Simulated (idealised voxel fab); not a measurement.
Proc. module: voxel gate over fins
Each square cell in cross-section cut measures 5 nm, and the section as a whole is 295 nm wide.
Cross-section format: a grid of square cells, given as bands from top to bottom; each band is one or more rows of cells.
Band entry format. Leading values: height of top, height of bottom, nm. Remainder: materials in left-to-right order, each with its width in nm. Special words: "full width" on a single material, which then fills the band edge to edge; "air", empty space.
The reference from which all heights are counted is 0, the level beneath which the as-received wafer is entirely one material; the lowest band, having no lower bound, proceeds downward and is written after the example "0 nm and below".
It should be noted that a width expressed as "30 to 40" varies in equal increments from row to row of cells within the band, taking the value of the first number at the top row and that of the second number at the bottom row.
Where the words "nothing got changed" appear for a step, the cross-section shows no cell changed by that step; every cell remained as before.
Empty spaces without an open route to the top, at least 8 cells in extent, make up the entry "Unvented cavities"; each is given as width x height at distance, where the distance is measured from the left edge, and all are in nm.
Post-settings text on a step line: simulator's own remark regarding the step.
"overlay nm" on a masked step: distance the mask lay right of its planned place, negative for left.

The steps planned for the process are as follows:
1) RECEIVE | material Si
2) CONFORMAL_DEP | material SiN | thk nm 5
3) MASKED_ETCH | tone cover | mask id FINS | width nm 15 | pitch nm 40 | etch materials SiN | depth nm 5 | overlay nm 0
4) MASKED_ETCH | tone cover | mask id FINS | width nm 15 | pitch nm 40 | etch materials Si | depth nm 35 | overlay nm 0
5) OXIDIZE | depth nm 5
6) FILL_DEP | material SiO2 | thk nm 15
7) CMP | height nm 5
8) SELECTIVE_ETCH | etch materials SiO2 | depth nm 15
9) STRIP | etch materials SiN
10) CONFORMAL_DEP | material HfO2 | thk nm 5
11) CONFORMAL_DEP | material TiN | thk nm 5
12) CONFORMAL_DEP | material TiAl | thk nm 5
13) CONFORMAL_DEP | material TiN | thk nm 5
14) FILL_DEP | material W | thk nm 15
15) CMP | height nm 30
16) CONFORMAL_DEP | material SiN | thk nm 10

Cross-section of the wafer at receipt, which is the condition after step 1:
* 0 nm and below | Si full width
* Unvented cavities: none

Here's the wafer cut in cross-section after the module, started and planned just like above, except one thing was done wrong in the run:
* 40 nm to 30 nm | SiN full width
* 30 nm to 20 nm | W full width
* 20 nm to 15 nm | TiN full width
* 15 nm to 10 nm | TiAl full width
* 10 nm to 5 nm | TiN: 125  TiAl: 5  TiN: 35  TiAl: 5  TiN: 125
* 5 nm to 0 nm | HfO2: 120  TiN: 15  HfO2: 25  TiN: 15  HfO2: 120
* 0 nm to -5 nm | Si: 115  HfO2: 25  Si: 15  HfO2: 25  Si: 115
* -5 nm and below | Si full width
* Unvented cavities: none
Run error: step 3 did not use the planned setting and instead ran as MASKED_ETCH | tone open | mask id FINS | width nm 15 | pitch nm 40 | etch materials SiN | depth nm 5 | overlay nm 0
